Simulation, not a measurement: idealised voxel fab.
Module name: voxel air gaps (process module)
The cross-section on display is named cut; it measures 215 nm wide, and its cells are 5 nm squares.
Each cross-section below is a grid of square cells, stated as bands in top-down order, with one or more rows of cells making up each band. For a band, the entry starts with two heights in nm, that of the top and then that of the bottom, and carries on with the band's materials in order from left to right, each alongside its width in nm; the word "edge to edge" beside a single material means it fills the band edge to edge, and "empty" means empty space. Heads up on the height convention: 0 is the point under which the incoming wafer is all one material, and the lowest band has no bottom, it just keeps going down, like "0..down". The expression "30->40" gives the width at the extremes of the band, the first number at its top row of cells and the second at its bottom row, with the width changing by equal amounts from each row to the next in between. "no alteration" (step): cross-section cells unchanged, all of them. Enclosed voids (no open way to top), threshold 8 cells or more, entry "Catalogued sealed voids", notation width x height at distance, distance from left edge, nm. What comes after the settings on a step's line is commentary from the simulator itself on that step. On any step carrying a mask, the "overlay nm" setting, if present on the step's line, tells how far right of its planned place the mask lay; negative values point to the left. Layout of what follows: cross-section pairs, each bracketing one process step, the after cross-section shown only to the lowest band that changed, the step between and its settings noted under each pair. Pairs may originate in different runs of this module on the same starting wafer; a pair continues from the pair above only where its entry headed "before" says so.

before
  0..down  Si edge to edge
  Catalogued sealed voids: none

Section After Processing
  10..0  SiO2 edge to edge
  Under 0: no change, same as before.
  Catalogued sealed voids: none
Going from the before section above to the after section, the step was CONFORMAL_DEP,material SiO2,thk nm 10

before: Reference is made to the cross-section shown after the step in the pair directly above, which represents the state prior to this step.

Section After Processing
  15..10  SiCN edge to edge
  Under 10: no change, same as before.
  Catalogued sealed voids: none
Going from the before section above to the after section, the step was CONFORMAL_DEP,material SiCN,thk nm 5

before: Reference is made to the cross-section shown after the step in the pair directly above, which represents the state prior to this step.

Section After Processing
  50..15  lowk edge to edge
  Under 15: no change, same as before.
  Catalogued sealed voids: none
Going from the before section above to the after section, the step was DIRECTIONAL_DEP,material lowk,thk nm 35

before: Reference is made to the cross-section shown after the step in the pair directly above, which represents the state prior to this step.

Section After Processing
  50..15  lowk 20 | empty 20 | lowk 30 | empty 20 | lowk 30 | empty 20 | lowk 30 | empty 20 | lowk 25
  Under 15: no change, same as before.
  Catalogued sealed voids: none
Going from the before section above to the after section, the step was MASKED_ETCH,tone open,mask id LINES,width nm 20,pitch nm 50,etch materials lowk,depth nm 35,overlay nm 0

before: Reference is made to the cross-section shown after the step in the pair directly above, which represents the state prior to this step.

Section After Processing
  55..50  TiN 25 | empty 10 | TiN 40 | empty 10 | TiN 40 | empty 10 | TiN 40 | empty 10 | TiN 30
  50..20  lowk 20 | TiN 5 | empty 10 | TiN 5 | lowk 30 | TiN 5 | empty 10 | TiN 5 | lowk 30 | TiN 5 | empty 10 | TiN 5 | lowk 30 | TiN 5 | empty 10 | TiN 5 | lowk 25
  20..15  lowk 20 | TiN 20 | lowk 30 | TiN 20 | lowk 30 | TiN 20 | lowk 30 | TiN 20 | lowk 25
  Under 15: no change, same as before.
  Catalogued sealed voids: none
Going from the before section above to the after section, the step was CONFORMAL_DEP,material TiN,thk nm 5

before: Reference is made to the cross-section shown after the step in the pair directly above, which represents the state prior to this step.

Section After Processing
  65..55  Ru edge to edge
  55..50  TiN 25 | Ru 10 | TiN 40 | Ru 10 | TiN 40 | Ru 10 | TiN 40 | Ru 10 | TiN 30
  50..20  lowk 20 | TiN 5 | Ru 10 | TiN 5 | lowk 30 | TiN 5 | Ru 10 | TiN 5 | lowk 30 | TiN 5 | Ru 10 | TiN 5 | lowk 30 | TiN 5 | Ru 10 | TiN 5 | lowk 25
  Under 20: no change, same as before.
  Catalogued sealed voids: none
Going from the before section above to the after section, the step was FILL_DEP,material Ru,thk nm 10

before: Reference is made to the cross-section shown after the step in the pair directly above, which represents the state prior to this step.

Section After Processing
  50..20  lowk 20 | TiN 5 | Ru 10 | TiN 5 | lowk 30 | TiN 5 | Ru 10 | TiN 5 | lowk 30 | TiN 5 | Ru 10 | TiN 5 | lowk 30 | TiN 5 | Ru 10 | TiN 5 | lowk 25
  Under 20: no change, same as before.
  Catalogued sealed voids: none
Going from the before section above to the after section, the step was CMP,height nm 50

before: Reference is made to the cross-section shown after the step in the pair directly above, which represents the state prior to this step.

Section After Processing
  60..50  empty 10 | Ru 40 | empty 10 | Ru 40 | empty 10 | Ru 40 | empty 10 | Ru 40 | empty 15
  Under 50: no change, same as before.
  Catalogued sealed voids: none
Going from the before section above to the after section, the step was EPI,material Ru,thk nm 10

before: Reference is made to the cross-section shown after the step in the pair directly above, which represents the state prior to this step.

Section After Processing
  60..50  empty 10 | Ru 40 | empty 10 | Ru 40 | empty 10 | Ru 40 | empty 10 | Ru 40 | empty 15
  50..20  empty 20 | TiN 5 | Ru 10 | TiN 5 | empty 30 | TiN 5 | Ru 10 | TiN 5 | empty 30 | TiN 5 | Ru 10 | TiN 5 | empty 30 | TiN 5 | Ru 10 | TiN 5 | empty 25
  20..15  empty 20 | TiN 20 | empty 30 | TiN 20 | empty 30 | TiN 20 | empty 30 | TiN 20 | empty 25
  Under 15: no change, same as before.
  Catalogued sealed voids: none
Going from the before section above to the after section, the step was SELECTIVE_ETCH,etch materials lowk,depth nm 45

before: Reference is made to the cross-section shown after the step in the pair directly above, which represents the state prior to this step.

Section After Processing
  65..60  empty 5 | SiCN 200 | empty 10
  60..50  empty 5 | SiCN 5 | Ru 40 | SiCN 10 | Ru 40 | SiCN 10 | Ru 40 | SiCN 10 | Ru 40 | SiCN 5 | empty 10
  50..45  empty 5 | SiCN 15 | TiN 5 | Ru 10 | TiN 5 | SiCN 30 | TiN 5 | Ru 10 | TiN 5 | SiCN 30 | TiN 5 | Ru 10 | TiN 5 | SiCN 30 | TiN 5 | Ru 10 | TiN 5 | SiCN 15 | empty 10
  45..20  empty 15 | SiCN 5 | TiN 5 | Ru 10 | TiN 5 | SiCN 5 | empty 20 | SiCN 5 | TiN 5 | Ru 10 | TiN 5 | SiCN 5 | empty 20 | SiCN 5 | TiN 5 | Ru 10 | TiN 5 | SiCN 5 | empty 20 | SiCN 5 | TiN 5 | Ru 10 | TiN 5 | SiCN 5 | empty 20
  20..15  SiCN 20 | TiN 20 | SiCN 30 | TiN 20 | SiCN 30 | TiN 20 | SiCN 30 | TiN 20 | SiCN 25
  Under 15: no change, same as before.
  Catalogued sealed voids: 20 x 25 at 45; 20 x 25 at 95; 20 x 25 at 145
Going from the before section above to the after section, the step was CONFORMAL_DEP,material SiCN,thk nm 5

before
  65..55  Ru edge to edge
  55..50  TiN 25 | Ru 10 | TiN 40 | Ru 10 | TiN 40 | Ru 10 | TiN 40 | Ru 10 | TiN 30
  50..20  lowk 20 | TiN 5 | Ru 10 | TiN 5 | lowk 30 | TiN 5 | Ru 10 | TiN 5 | lowk 30 | TiN 5 | Ru 10 | TiN 5 | lowk 30 | TiN 5 | Ru 10 | TiN 5 | lowk 25
  20..15  lowk 20 | TiN 20 | lowk 30 | TiN 20 | lowk 30 | TiN 20 | lowk 30 | TiN 20 | lowk 25
  15..10  SiCN edge to edge
  10..0  SiO2 edge to edge
  0..down  Si edge to edge
  Catalogued sealed voids: none

Section After Processing
  75..55  Ru edge to edge
  Under 55: no change, same as before.
  Catalogued sealed voids: none
Going from the before section above to the after section, the step was EPI,material Ru,thk nm 10

before: Reference is made to the cross-section shown after the step in the pair directly above, which represents the state prior to this step.

Section After Processing
  80..75  SiCN edge to edge
  Under 75: no change, same as before.
  Catalogued sealed voids: none
Going from the before section above to the after section, the step was CONFORMAL_DEP,material SiCN,thk nm 5

before
  60..50  empty 10 | Ru 40 | empty 10 | Ru 40 | empty 10 | Ru 40 | empty 10 | Ru 40 | empty 15
  50..20  lowk 20 | TiN 5 | Ru 10 | TiN 5 | lowk 30 | TiN 5 | Ru 10 | TiN 5 | lowk 30 | TiN 5 | Ru 10 | TiN 5 | lowk 30 | TiN 5 | Ru 10 | TiN 5 | lowk 25
  20..15  lowk 20 | TiN 20 | lowk 30 | TiN 20 | lowk 30 | TiN 20 | lowk 30 | TiN 20 | lowk 25
  15..10  SiCN edge to edge
  10..0  SiO2 edge to edge
  0..down  Si edge to edge
  Catalogued sealed voids: none

Section After Processing
  70..50  Ru 210 | empty 5
  Under 50: no change, same as before.
  Catalogued sealed voids: none
Going from the before section above to the after section, the step was EPI,material Ru,thk nm 10

before: Reference is made to the cross-section shown after the step in the pair directly above, which represents the state prior to this step.

Section After Processing
  70..50  Ru 210 | empty 5
  50..20  lowk 20 | TiN 5 | Ru 10 | TiN 5 | lowk 30 | TiN 5 | Ru 10 | TiN 5 | lowk 30 | TiN 5 | Ru 10 | TiN 5 | lowk 30 | TiN 5 | Ru 10 | TiN 5 | empty 25
  20..15  lowk 20 | TiN 20 | lowk 30 | TiN 20 | lowk 30 | TiN 20 | lowk 30 | TiN 20 | empty 25
  Under 15: no change, same as before.
  Catalogued sealed voids: none
Going from the before section above to the after section, the step was SELECTIVE_ETCH,etch materials lowk,depth nm 45

before: Reference is made to the cross-section shown after the step in the pair directly above, which represents the state prior to this step.

Section After Processing
  75..70  SiCN edge to edge
  70..50  Ru 210 | SiCN 5
  50..45  lowk 20 | TiN 5 | Ru 10 | TiN 5 | lowk 30 | TiN 5 | Ru 10 | TiN 5 | lowk 30 | TiN 5 | Ru 10 | TiN 5 | lowk 30 | TiN 5 | Ru 10 | TiN 5 | SiCN 25
  45..20  lowk 20 | TiN 5 | Ru 10 | TiN 5 | lowk 30 | TiN 5 | Ru 10 | TiN 5 | lowk 30 | TiN 5 | Ru 10 | TiN 5 | lowk 30 | TiN 5 | Ru 10 | TiN 5 | SiCN 5 | empty 20
  20..15  lowk 20 | TiN 20 | lowk 30 | TiN 20 | lowk 30 | TiN 20 | lowk 30 | TiN 20 | SiCN 25
  Under 15: no change, same as before.
  Catalogued sealed voids: 20 x 25 at 195
Going from the before section above to the after section, the step was CONFORMAL_DEP,material SiCN,thk nm 5

before
  0..down  Si edge to edge
  Catalogued sealed voids: none

Section After Processing
  5..0  SiCN edge to edge
  Under 0: no change, same as before.
  Catalogued sealed voids: none
Going from the before section above to the after section, the step was CONFORMAL_DEP,material SiCN,thk nm 5

before: Reference is made to the cross-section shown after the step in the pair directly above, which represents the state prior to this step.

Section After Processing
  15..5  SiO2 edge to edge
  Under 5: no change, same as before.
  Catalogued sealed voids: none
Going from the before section above to the after section, the step was CONFORMAL_DEP,material SiO2,thk nm 10

before: Reference is made to the cross-section shown after the step in the pair directly above, which represents the state prior to this step.

Section After Processing
  50..15  lowk edge to edge
  Under 15: no change, same as before.
  Catalogued sealed voids: none
Going from the before section above to the after section, the step was DIRECTIONAL_DEP,material lowk,thk nm 35

before: Reference is made to the cross-section shown after the step in the pair directly above, which represents the state prior to this step.

Section After Processing
  50..15  lowk 20 | empty 20 | lowk 30 | empty 20 | lowk 30 | empty 20 | lowk 30 | empty 20 | lowk 25
  Under 15: no change, same as before.
  Catalogued sealed voids: none
Going from the before section above to the after section, the step was MASKED_ETCH,tone open,mask id LINES,width nm 20,pitch nm 50,etch materials lowk,depth nm 35,overlay nm 0

before: Reference is made to the cross-section shown after the step in the pair directly above, which represents the state prior to this step.

Section After Processing
  55..50  TiN 25 | empty 10 | TiN 40 | empty 10 | TiN 40 | empty 10 | TiN 40 | empty 10 | TiN 30
  50..20  lowk 20 | TiN 5 | empty 10 | TiN 5 | lowk 30 | TiN 5 | empty 10 | TiN 5 | lowk 30 | TiN 5 | empty 10 | TiN 5 | lowk 30 | TiN 5 | empty 10 | TiN 5 | lowk 25
  20..15  lowk 20 | TiN 20 | lowk 30 | TiN 20 | lowk 30 | TiN 20 | lowk 30 | TiN 20 | lowk 25
  Under 15: no change, same as before.
  Catalogued sealed voids: none
Going from the before section above to the after section, the step was CONFORMAL_DEP,material TiN,thk nm 5

before: Reference is made to the cross-section shown after the step in the pair directly above, which represents the state prior to this step.

Section After Processing
  65..55  Ru edge to edge
  55..50  TiN 25 | Ru 10 | TiN 40 | Ru 10 | TiN 40 | Ru 10 | TiN 40 | Ru 10 | TiN 30
  50..20  lowk 20 | TiN 5 | Ru 10 | TiN 5 | lowk 30 | TiN 5 | Ru 10 | TiN 5 | lowk 30 | TiN 5 | Ru 10 | TiN 5 | lowk 30 | TiN 5 | Ru 10 | TiN 5 | lowk 25
  Under 20: no change, same as before.
  Catalogued sealed voids: none
Going from the before section above to the after section, the step was FILL_DEP,material Ru,thk nm 10

before: Reference is made to the cross-section shown after the step in the pair directly above, which represents the state prior to this step.

Section After Processing
  50..20  lowk 20 | TiN 5 | Ru 10 | TiN 5 | lowk 30 | TiN 5 | Ru 10 | TiN 5 | lowk 30 | TiN 5 | Ru 10 | TiN 5 | lowk 30 | TiN 5 | Ru 10 | TiN 5 | lowk 25
  Under 20: no change, same as before.
  Catalogued sealed voids: none
Going from the before section above to the after section, the step was CMP,height nm 50

before: Reference is made to the cross-section shown after the step in the pair directly above, which represents the state prior to this step.

Section After Processing
  60..50  empty 10 | Ru 40 | empty 10 | Ru 40 | empty 10 | Ru 40 | empty 10 | Ru 40 | empty 15
  Under 50: no change, same as before.
  Catalogued sealed voids: none
Going from the before section above to the after section, the step was EPI,material Ru,thk nm 10

before: Reference is made to the cross-section shown after the step in the pair directly above, which represents the state prior to this step.

Section After Processing
  60..50  empty 10 | Ru 40 | empty 10 | Ru 40 | empty 10 | Ru 40 | empty 10 | Ru 40 | empty 15
  50..20  empty 20 | TiN 5 | Ru 10 | TiN 5 | empty 30 | TiN 5 | Ru 10 | TiN 5 | empty 30 | TiN 5 | Ru 10 | TiN 5 | empty 30 | TiN 5 | Ru 10 | TiN 5 | empty 25
  20..15  empty 20 | TiN 20 | empty 30 | TiN 20 | empty 30 | TiN 20 | empty 30 | TiN 20 | empty 25
  Under 15: no change, same as before.
  Catalogued sealed voids: none
Going from the before section above to the after section, the step was SELECTIVE_ETCH,etch materials lowk,depth nm 45

before: Reference is made to the cross-section shown after the step in the pair directly above, which represents the state prior to this step.

Section After Processing
  65..60  empty 5 | SiCN 200 | empty 10
  60..50  empty 5 | SiCN 5 | Ru 40 | SiCN 10 | Ru 40 | SiCN 10 | Ru 40 | SiCN 10 | Ru 40 | SiCN 5 | empty 10
  50..45  empty 5 | SiCN 15 | TiN 5 | Ru 10 | TiN 5 | SiCN 30 | TiN 5 | Ru 10 | TiN 5 | SiCN 30 | TiN 5 | Ru 10 | TiN 5 | SiCN 30 | TiN 5 | Ru 10 | TiN 5 | SiCN 15 | empty 10
  45..20  empty 15 | SiCN 5 | TiN 5 | Ru 10 | TiN 5 | SiCN 5 | empty 20 | SiCN 5 | TiN 5 | Ru 10 | TiN 5 | SiCN 5 | empty 20 | SiCN 5 | TiN 5 | Ru 10 | TiN 5 | SiCN 5 | empty 20 | SiCN 5 | TiN 5 | Ru 10 | TiN 5 | SiCN 5 | empty 20
  20..15  SiCN 20 | TiN 20 | SiCN 30 | TiN 20 | SiCN 30 | TiN 20 | SiCN 30 | TiN 20 | SiCN 25
  Under 15: no change, same as before.
  Catalogued sealed voids: 20 x 25 at 45; 20 x 25 at 95; 20 x 25 at 145
Going from the before section above to the after section, the step was CONFORMAL_DEP,material SiCN,thk nm 5

before
  50..20  lowk 20 | TiN 5 | Ru 10 | TiN 5 | lowk 30 | TiN 5 | Ru 10 | TiN 5 | lowk 30 | TiN 5 | Ru 10 | TiN 5 | lowk 30 | TiN 5 | Ru 10 | TiN 5 | lowk 25
  20..15  lowk 20 | TiN 20 | lowk 30 | TiN 20 | lowk 30 | TiN 20 | lowk 30 | TiN 20 | lowk 25
  15..10  SiCN edge to edge
  10..0  SiO2 edge to edge
  0..down  Si edge to edge
  Catalogued sealed voids: none

Section After Processing
  55..50  empty 15 | Ru 30 | empty 20 | Ru 30 | empty 20 | Ru 30 | empty 20 | Ru 30 | empty 20
  Under 50: no change, same as before.
  Catalogued sealed voids: none
Going from the before section above to the after section, the step was EPI,material Ru,thk nm 5

before: Reference is made to the cross-section shown after the step in the pair directly above, which represents the state prior to this step.

Section After Processing
  55..50  empty 15 | Ru 30 | empty 20 | Ru 30 | empty 20 | Ru 30 | empty 20 | Ru 30 | empty 20
  50..20  empty 20 | TiN 5 | Ru 10 | TiN 5 | empty 30 | TiN 5 | Ru 10 | TiN 5 | empty 30 | TiN 5 | Ru 10 | TiN 5 | empty 30 | TiN 5 | Ru 10 | TiN 5 | empty 25
  20..15  empty 20 | TiN 20 | empty 30 | TiN 20 | empty 30 | TiN 20 | empty 30 | TiN 20 | empty 25
  Under 15: no change, same as before.
  Catalogued sealed voids: none
Going from the before section above to the after section, the step was SELECTIVE_ETCH,etch materials lowk,depth nm 45

before: Reference is made to the cross-section shown after the step in the pair directly above, which represents the state prior to this step.

Section After Processing
  60..55  empty 10 | SiCN 40 | empty 10 | SiCN 40 | empty 10 | SiCN 40 | empty 10 | SiCN 40 | empty 15
  55..50  empty 10 | SiCN 5 | Ru 30 | SiCN 5 | empty 10 | SiCN 5 | Ru 30 | SiCN 5 | empty 10 | SiCN 5 | Ru 30 | SiCN 5 | empty 10 | SiCN 5 | Ru 30 | SiCN 5 | empty 15
  50..45  empty 10 | SiCN 10 | TiN 5 | Ru 10 | TiN 5 | SiCN 10 | empty 10 | SiCN 10 | TiN 5 | Ru 10 | TiN 5 | SiCN 10 | empty 10 | SiCN 10 | TiN 5 | Ru 10 | TiN 5 | SiCN 10 | empty 10 | SiCN 10 | TiN 5 | Ru 10 | TiN 5 | SiCN 10 | empty 15
  45..20  empty 15 | SiCN 5 | TiN 5 | Ru 10 | TiN 5 | SiCN 5 | empty 20 | SiCN 5 | TiN 5 | Ru 10 | TiN 5 | SiCN 5 | empty 20 | SiCN 5 | TiN 5 | Ru 10 | TiN 5 | SiCN 5 | empty 20 | SiCN 5 | TiN 5 | Ru 10 | TiN 5 | SiCN 5 | empty 20
  20..15  SiCN 20 | TiN 20 | SiCN 30 | TiN 20 | SiCN 30 | TiN 20 | SiCN 30 | TiN 20 | SiCN 25
  Under 15: no change, same as before.
  Catalogued sealed voids: none
Going from the before section above to the after section, the step was CONFORMAL_DEP,material SiCN,thk nm 5

before
  50..15  lowk edge to edge
  15..10  SiCN edge to edge
  10..0  SiO2 edge to edge
  0..down  Si edge to edge
  Catalogued sealed voids: none

Section After Processing
  50..15  lowk 25 | empty 15 | lowk 35 | empty 15 | lowk 35 | empty 15 | lowk 35 | empty 15 | lowk 25
  Under 15: no change, same as before.
  Catalogued sealed voids: none
Going from the before section above to the after section, the step was MASKED_ETCH,tone open,mask id LINES,width nm 15,pitch nm 50,etch materials lowk,depth nm 35,overlay nm 0

before: Reference is made to the cross-section shown after the step in the pair directly above, which represents the state prior to this step.

Section After Processing
  55..50  TiN 30 | empty 5 | TiN 45 | empty 5 | TiN 45 | empty 5 | TiN 45 | empty 5 | TiN 30
  50..20  lowk 25 | TiN 5 | empty 5 | TiN 5 | lowk 35 | TiN 5 | empty 5 | TiN 5 | lowk 35 | TiN 5 | empty 5 | TiN 5 | lowk 35 | TiN 5 | empty 5 | TiN 5 | lowk 25
  20..15  lowk 25 | TiN 15 | lowk 35 | TiN 15 | lowk 35 | TiN 15 | lowk 35 | TiN 15 | lowk 25
  Under 15: no change, same as before.
  Catalogued sealed voids: none
Going from the before section above to the after section, the step was CONFORMAL_DEP,material TiN,thk nm 5

before: Reference is made to the cross-section shown after the step in the pair directly above, which represents the state prior to this step.

Section After Processing
  65..55  Ru edge to edge
  55..50  TiN 30 | Ru 5 | TiN 45 | Ru 5 | TiN 45 | Ru 5 | TiN 45 | Ru 5 | TiN 30
  50..20  lowk 25 | TiN 5 | Ru 5 | TiN 5 | lowk 35 | TiN 5 | Ru 5 | TiN 5 | lowk 35 | TiN 5 | Ru 5 | TiN 5 | lowk 35 | TiN 5 | Ru 5 | TiN 5 | lowk 25
  Under 20: no change, same as before.
  Catalogued sealed voids: none
Going from the before section above to the after section, the step was FILL_DEP,material Ru,thk nm 10

before: Reference is made to the cross-section shown after the step in the pair directly above, which represents the state prior to this step.

Section After Processing
  50..20  lowk 25 | TiN 5 | Ru 5 | TiN 5 | lowk 35 | TiN 5 | Ru 5 | TiN 5 | lowk 35 | TiN 5 | Ru 5 | TiN 5 | lowk 35 | TiN 5 | Ru 5 | TiN 5 | lowk 25
  Under 20: no change, same as before.
  Catalogued sealed voids: none
Going from the before section above to the after section, the step was CMP,height nm 50

before: Reference is made to the cross-section shown after the step in the pair directly above, which represents the state prior to this step.

Section After Processing
  60..50  empty 15 | Ru 35 | empty 15 | Ru 35 | empty 15 | Ru 35 | empty 15 | Ru 35 | empty 15
  Under 50: no change, same as before.
  Catalogued sealed voids: none
Going from the before section above to the after section, the step was EPI,material Ru,thk nm 10

before: Reference is made to the cross-section shown after the step in the pair directly above, which represents the state prior to this step.

Section After Processing
  60..50  empty 15 | Ru 35 | empty 15 | Ru 35 | empty 15 | Ru 35 | empty 15 | Ru 35 | empty 15
  50..20  empty 25 | TiN 5 | Ru 5 | TiN 5 | empty 35 | TiN 5 | Ru 5 | TiN 5 | empty 35 | TiN 5 | Ru 5 | TiN 5 | empty 35 | TiN 5 | Ru 5 | TiN 5 | empty 25
  20..15  empty 25 | TiN 15 | empty 35 | TiN 15 | empty 35 | TiN 15 | empty 35 | TiN 15 | empty 25
  Under 15: no change, same as before.
  Catalogued sealed voids: none
Going from the before section above to the after section, the step was SELECTIVE_ETCH,etch materials lowk,depth nm 45

before: Reference is made to the cross-section shown after the step in the pair directly above, which represents the state prior to this step.

Section After Processing
  65..60  empty 10 | SiCN 45 | empty 5 | SiCN 45 | empty 5 | SiCN 45 | empty 5 | SiCN 45 | empty 10
  60..50  empty 10 | SiCN 5 | Ru 35 | SiCN 5 | empty 5 | SiCN 5 | Ru 35 | SiCN 5 | empty 5 | SiCN 5 | Ru 35 | SiCN 5 | empty 5 | SiCN 5 | Ru 35 | SiCN 5 | empty 10
  50..45  empty 10 | SiCN 15 | TiN 5 | Ru 5 | TiN 5 | SiCN 15 | empty 5 | SiCN 15 | TiN 5 | Ru 5 | TiN 5 | SiCN 15 | empty 5 | SiCN 15 | TiN 5 | Ru 5 | TiN 5 | SiCN 15 | empty 5 | SiCN 15 | TiN 5 | Ru 5 | TiN 5 | SiCN 15 | empty 10
  45..20  empty 20 | SiCN 5 | TiN 5 | Ru 5 | TiN 5 | SiCN 5 | empty 25 | SiCN 5 | TiN 5 | Ru 5 | TiN 5 | SiCN 5 | empty 25 | SiCN 5 | TiN 5 | Ru 5 | TiN 5 | SiCN 5 | empty 25 | SiCN 5 | TiN 5 | Ru 5 | TiN 5 | SiCN 5 | empty 20
  20..15  SiCN 25 | TiN 15 | SiCN 35 | TiN 15 | SiCN 35 | TiN 15 | SiCN 35 | TiN 15 | SiCN 25
  Under 15: no change, same as before.
  Catalogued sealed voids: none
Going from the before section above to the after section, the step was CONFORMAL_DEP,material SiCN,thk nm 5

before
  50..15  lowk edge to edge
  15..10  SiCN edge to edge
  10..0  SiO2 edge to edge
  0..down  Si edge to edge
  Catalogued sealed voids: none

Section After Processing
  50..15  lowk 15 | empty 20 | lowk 30 | empty 20 | lowk 30 | empty 20 | lowk 30 | empty 20 | lowk 30
  Under 15: no change, same as before.
  Catalogued sealed voids: none
Going from the before section above to the after section, the step was MASKED_ETCH,tone open,mask id LINES,width nm 20,pitch nm 50,etch materials lowk,depth nm 35,overlay nm -5

before: Reference is made to the cross-section shown after the step in the pair directly above, which represents the state prior to this step.

Section After Processing
  55..50  TiN 20 | empty 10 | TiN 40 | empty 10 | TiN 40 | empty 10 | TiN 40 | empty 10 | TiN 35
  50..20  lowk 15 | TiN 5 | empty 10 | TiN 5 | lowk 30 | TiN 5 | empty 10 | TiN 5 | lowk 30 | TiN 5 | empty 10 | TiN 5 | lowk 30 | TiN 5 | empty 10 | TiN 5 | lowk 30
  20..15  lowk 15 | TiN 20 | lowk 30 | TiN 20 | lowk 30 | TiN 20 | lowk 30 | TiN 20 | lowk 30
  Under 15: no change, same as before.
  Catalogued sealed voids: none
Going from the before section above to the after section, the step was CONFORMAL_DEP,material TiN,thk nm 5

before: Reference is made to the cross-section shown after the step in the pair directly above, which represents the state prior to this step.

Section After Processing
  65..55  Ru edge to edge
  55..50  TiN 20 | Ru 10 | TiN 40 | Ru 10 | TiN 40 | Ru 10 | TiN 40 | Ru 10 | TiN 35
  50..20  lowk 15 | TiN 5 | Ru 10 | TiN 5 | lowk 30 | TiN 5 | Ru 10 | TiN 5 | lowk 30 | TiN 5 | Ru 10 | TiN 5 | lowk 30 | TiN 5 | Ru 10 | TiN 5 | lowk 30
  Under 20: no change, same as before.
  Catalogued sealed voids: none
Going from the before section above to the after section, the step was FILL_DEP,material Ru,thk nm 10

before: Reference is made to the cross-section shown after the step in the pair directly above, which represents the state prior to this step.

Section After Processing
  50..20  lowk 15 | TiN 5 | Ru 10 | TiN 5 | lowk 30 | TiN 5 | Ru 10 | TiN 5 | lowk 30 | TiN 5 | Ru 10 | TiN 5 | lowk 30 | TiN 5 | Ru 10 | TiN 5 | lowk 30
  Under 20: no change, same as before.
  Catalogued sealed voids: none
Going from the before section above to the after section, the step was CMP,height nm 50

before: Reference is made to the cross-section shown after the step in the pair directly above, which represents the state prior to this step.

Section After Processing
  60..50  empty 5 | Ru 40 | empty 10 | Ru 40 | empty 10 | Ru 40 | empty 10 | Ru 40 | empty 20
  Under 50: no change, same as before.
  Catalogued sealed voids: none
Going from the before section above to the after section, the step was EPI,material Ru,thk nm 10

before: Reference is made to the cross-section shown after the step in the pair directly above, which represents the state prior to this step.

Section After Processing
  60..50  empty 5 | Ru 40 | empty 10 | Ru 40 | empty 10 | Ru 40 | empty 10 | Ru 40 | empty 20
  50..20  empty 15 | TiN 5 | Ru 10 | TiN 5 | empty 30 | TiN 5 | Ru 10 | TiN 5 | empty 30 | TiN 5 | Ru 10 | TiN 5 | empty 30 | TiN 5 | Ru 10 | TiN 5 | empty 30
  20..15  empty 15 | TiN 20 | empty 30 | TiN 20 | empty 30 | TiN 20 | empty 30 | TiN 20 | empty 30
  Under 15: no change, same as before.
  Catalogued sealed voids: none
Going from the before section above to the after section, the step was SELECTIVE_ETCH,etch materials lowk,depth nm 45

before: Reference is made to the cross-section shown after the step in the pair directly above, which represents the state prior to this step.

Section After Processing
  65..60  SiCN 200 | empty 15
  60..50  SiCN 5 | Ru 40 | SiCN 10 | Ru 40 | SiCN 10 | Ru 40 | SiCN 10 | Ru 40 | SiCN 5 | empty 15
  50..45  SiCN 15 | TiN 5 | Ru 10 | TiN 5 | SiCN 30 | TiN 5 | Ru 10 | TiN 5 | SiCN 30 | TiN 5 | Ru 10 | TiN 5 | SiCN 30 | TiN 5 | Ru 10 | TiN 5 | SiCN 15 | empty 15
  45..20  empty 10 | SiCN 5 | TiN 5 | Ru 10 | TiN 5 | SiCN 5 | empty 20 | SiCN 5 | TiN 5 | Ru 10 | TiN 5 | SiCN 5 | empty 20 | SiCN 5 | TiN 5 | Ru 10 | TiN 5 | SiCN 5 | empty 20 | SiCN 5 | TiN 5 | Ru 10 | TiN 5 | SiCN 5 | empty 25
  20..15  SiCN 15 | TiN 20 | SiCN 30 | TiN 20 | SiCN 30 | TiN 20 | SiCN 30 | TiN 20 | SiCN 30
  Under 15: no change, same as before.
  Catalogued sealed voids: 10 x 25 at 0; 20 x 25 at 40; 20 x 25 at 90; 20 x 25 at 140
Going from the before section above to the after section, the step was CONFORMAL_DEP,material SiCN,thk nm 5

before
  55..50  TiN 25 | empty 10 | TiN 40 | empty 10 | TiN 40 | empty 10 | TiN 40 | empty 10 | TiN 30
  50..20  lowk 20 | TiN 5 | empty 10 | TiN 5 | lowk 30 | TiN 5 | empty 10 | TiN 5 | lowk 30 | TiN 5 | empty 10 | TiN 5 | lowk 30 | TiN 5 | empty 10 | TiN 5 | lowk 25
  20..15  lowk 20 | TiN 20 | lowk 30 | TiN 20 | lowk 30 | TiN 20 | lowk 30 | TiN 20 | lowk 25
  15..10  SiCN edge to edge
  10..0  SiO2 edge to edge
  0..down  Si edge to edge
  Catalogued sealed voids: none

Section After Processing
  65..55  SiO2 edge to edge
  55..50  TiN 25 | SiO2 10 | TiN 40 | SiO2 10 | TiN 40 | SiO2 10 | TiN 40 | SiO2 10 | TiN 30
  50..20  lowk 20 | TiN 5 | SiO2 10 | TiN 5 | lowk 30 | TiN 5 | SiO2 10 | TiN 5 | lowk 30 | TiN 5 | SiO2 10 | TiN 5 | lowk 30 | TiN 5 | SiO2 10 | TiN 5 | lowk 25
  Under 20: no change, same as before.
  Catalogued sealed voids: none
Going from the before section above to the after section, the step was FILL_DEP,material SiO2,thk nm 10

before: Reference is made to the cross-section shown after the step in the pair directly above, which represents the state prior to this step.

Section After Processing
  50..20  lowk 20 | TiN 5 | SiO2 10 | TiN 5 | lowk 30 | TiN 5 | SiO2 10 | TiN 5 | lowk 30 | TiN 5 | SiO2 10 | TiN 5 | lowk 30 | TiN 5 | SiO2 10 | TiN 5 | lowk 25
  Under 20: no change, same as before.
  Catalogued sealed voids: none
Going from the before section above to the after section, the step was CMP,height nm 50

before: Reference is made to the cross-section shown after the step in the pair directly above, which represents the state prior to this step.

Section After Processing
  60..50  empty 10 | Ru 40 | empty 10 | Ru 40 | empty 10 | Ru 40 | empty 10 | Ru 40 | empty 15
  Under 50: no change, same as before.
  Catalogued sealed voids: none
Going from the before section above to the after section, the step was EPI,material Ru,thk nm 10

before: Reference is made to the cross-section shown after the step in the pair directly above, which represents the state prior to this step.

Section After Processing
  60..50  empty 10 | Ru 40 | empty 10 | Ru 40 | empty 10 | Ru 40 | empty 10 | Ru 40 | empty 15
  50..20  empty 20 | TiN 5 | SiO2 10 | TiN 5 | empty 30 | TiN 5 | SiO2 10 | TiN 5 | empty 30 | TiN 5 | SiO2 10 | TiN 5 | empty 30 | TiN 5 | SiO2 10 | TiN 5 | empty 25
  20..15  empty 20 | TiN 20 | empty 30 | TiN 20 | empty 30 | TiN 20 | empty 30 | TiN 20 | empty 25
  Under 15: no change, same as before.
  Catalogued sealed voids: none
Going from the before section above to the after section, the step was SELECTIVE_ETCH,etch materials lowk,depth nm 45
